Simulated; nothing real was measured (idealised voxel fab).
Process module, titled voxel self aligned vias
Square cell edge 5 nm, section width 285 nm, ID cut.
When this document writes out a cross-section, it uses a grid of square cells and lists it as bands, beginning at the top and moving down, with a band standing for one or more rows of cells. Top height, bottom height, nm. Materials left to right, width each, nm. Single material + "full width" = fills band edge to edge. "blank" = empty. Height reference: 0 = level under which incoming wafer is all one material. Lowest band: no bottom, runs on downward, e.g. "0 nm and below". The width entry "30 to 40" should be interpreted row by row: the top row of cells in the band takes the first number, the bottom row takes the second number, and the change between adjacent rows is uniform throughout. Key: "nothing changed" - step with no changed cell in the cross-section. Listed in "Enclosed void listing": every empty space of 8 or more cells without an open way to the top. Form: width x height at distance, the distance being from the left edge, all in nm. If you see something after the settings on a step's line, that's the simulator's own remark about that step. On any step carrying a mask, the "overlay nm" setting, if present on the step's line, tells how far right of its planned place the mask lay; negative values point to the left.
**Below is the list of planned process steps**
1 op RECEIVE | material Si
2 op CONFORMAL_DEP | material SiO2 | thk nm 15
3 op CONFORMAL_DEP | material SiCN | thk nm 5
4 op DIRECTIONAL_DEP | material lowk | thk nm 25
5 op PATTERN | tone open | mask id LINES | material resist | width nm 30 | pitch nm 70 | thk nm 20 | overlay nm 0
6 op DIRECTIONAL_ETCH | etch materials lowk | depth nm 25
7 op STRIP | etch materials resist
8 op CONFORMAL_DEP | material TiN | thk nm 5
9 op FILL_DEP | material Ru | thk nm 10
10 op CMP | height nm 45
11 op SELECTIVE_ETCH | etch materials W Ru TiN | depth nm 5
12 op FILL_DEP | material SiN | thk nm 10
13 op CMP | height nm 45
14 op DIRECTIONAL_DEP | material lowk | thk nm 20
15 op PATTERN | tone open | mask id VIAS | material resist | width nm 40 | pitch nm 70 | thk nm 15 | overlay nm 0
16 op DIRECTIONAL_ETCH | etch materials lowk | depth nm 20
17 op DIRECTIONAL_ETCH | etch materials SiN | depth nm 5
18 op STRIP | etch materials resist
19 op CONFORMAL_DEP | material TiN | thk nm 5
20 op FILL_DEP | material Cu | thk nm 10
21 op CMP | height nm 65
22 op CONFORMAL_DEP | material SiN | thk nm 5
**Incoming wafer, cross-sectional view, post step 1**
  0 nm and below | Si full width
  Enclosed void listing: none
**Starting structure and process plan are as shown above, but one mistake was made in running the module; the wafer cross-section at the end of the module follows**
  70 nm to 65 nm | SiN full width
  65 nm to 45 nm | W full width
  45 nm to 40 nm | 90 nm lowk | 30 nm SiN | 40 nm lowk | 30 nm SiN | 95 nm lowk
  40 nm to 25 nm | 90 nm lowk | 5 nm TiN | 20 nm Ru | 5 nm TiN | 40 nm lowk | 5 nm TiN | 20 nm Ru | 5 nm TiN | 95 nm lowk
  25 nm to 20 nm | 90 nm lowk | 30 nm TiN | 40 nm lowk | 30 nm TiN | 95 nm lowk
  20 nm to 15 nm | SiCN full width
  15 nm to 0 nm | SiO2 full width
  0 nm and below | Si full width
  Enclosed void listing: none
The plan and the run diverged here: contrary to plan, step 14 was performed as op DIRECTIONAL_DEP | material W | thk nm 20
